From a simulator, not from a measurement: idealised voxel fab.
The following is a process module called voxel ribs on slabs.
It is cross-section cut that appears here, measuring 295 nm in width, its square cells being 5 nm in size.
Cross-section, as written here: a square-cell grid given band by band from the top down, where a band holds one or more rows of cells. Top, bottom (nm), then materials left to right with widths (nm); lone material tagged "all across" fills the whole band edge to edge; "air" = empty space. Counting heights begins at 0, where everything beneath is, in the wafer as received, one material. The lowest band has no bottom; it goes on downwards, as "0 down" shows. Width: "30..40" (first number = top row, second number = bottom row, same change from row to row of cells). "no alteration" for a step: no cell of the cross-section changed in that step. Reported under the label "Trapped void list" are the empty spaces having no open way to the top and comprising 8 cells or more; the notation for each is width x height at distance, in which the distance is measured from the left edge and all three values are in nm. It should be noted that, on the line of a given step, the content following the step's settings is a remark produced by the simulator itself with respect to that step. Regarding "overlay nm": on a step with a mask, it is the distance the mask lay to the right of its planned place; a negative value places it to the left.

**The steps planned for the process are as follows**
1 RECEIVE, material Si
2 DIRECTIONAL_DEP, material SiO2, thk nm 20
3 DIRECTIONAL_DEP, material SiN, thk nm 15
4 MASKED_ETCH, tone cover, mask id RIB, width nm 20, etch materials SiN, depth nm 5, overlay nm 0
5 DIRECTIONAL_DEP, material aC, thk nm 15
6 PATTERN, tone cover, mask id SLAB, material resist, width nm 50, thk nm 30, overlay nm 0
7 DIRECTIONAL_ETCH, etch materials aC, depth nm 15
8 STRIP, etch materials resist
9 DIRECTIONAL_ETCH, etch materials SiN, depth nm 10
10 STRIP, etch materials aC
11 FILL_DEP, material SiO2, thk nm 20
12 CMP, height nm 45
13 DIRECTIONAL_DEP, material TiN, thk nm 5
14 PATTERN, tone cover, mask id HEATER, material resist, width nm 30, thk nm 15, overlay nm 0
15 DIRECTIONAL_ETCH, etch materials TiN, depth nm 5
16 STRIP, etch materials resist
17 CONFORMAL_DEP, material SiO2, thk nm 10

**as received, after step 1**
  0 down = Si all across
  Trapped void list: none

**Looking at the first of two wafers in cross-section at end of module - ran to plan**
  60 to 55 = 120 air; 50 SiO2; 125 air
  55 to 50 = SiO2 all across
  50 to 45 = 130 SiO2; 30 TiN; 135 SiO2
  45 to 35 = SiO2 all across
  35 to 30 = 135 SiO2; 20 SiN; 140 SiO2
  30 to 20 = 120 SiO2; 50 SiN; 125 SiO2
  20 to 0 = SiO2 all across
  0 down = Si all across
  Trapped void list: none

**End of module, second wafer, cross-section. Started like the first, planned like the first, run with one mistake**
  50 to 45 = 130 air; 30 TiN; 135 air
  45 to 35 = SiO2 all across
  35 to 30 = 135 SiO2; 20 SiN; 140 SiO2
  30 to 20 = 120 SiO2; 50 SiN; 125 SiO2
  20 to 0 = SiO2 all across
  0 down = Si all across
  Trapped void list: none
Nonconformance to the process plan: no execution of plan step 17; skipped
Cell-count delta at end, second wafer over first, by material: 122 fewer of SiO2
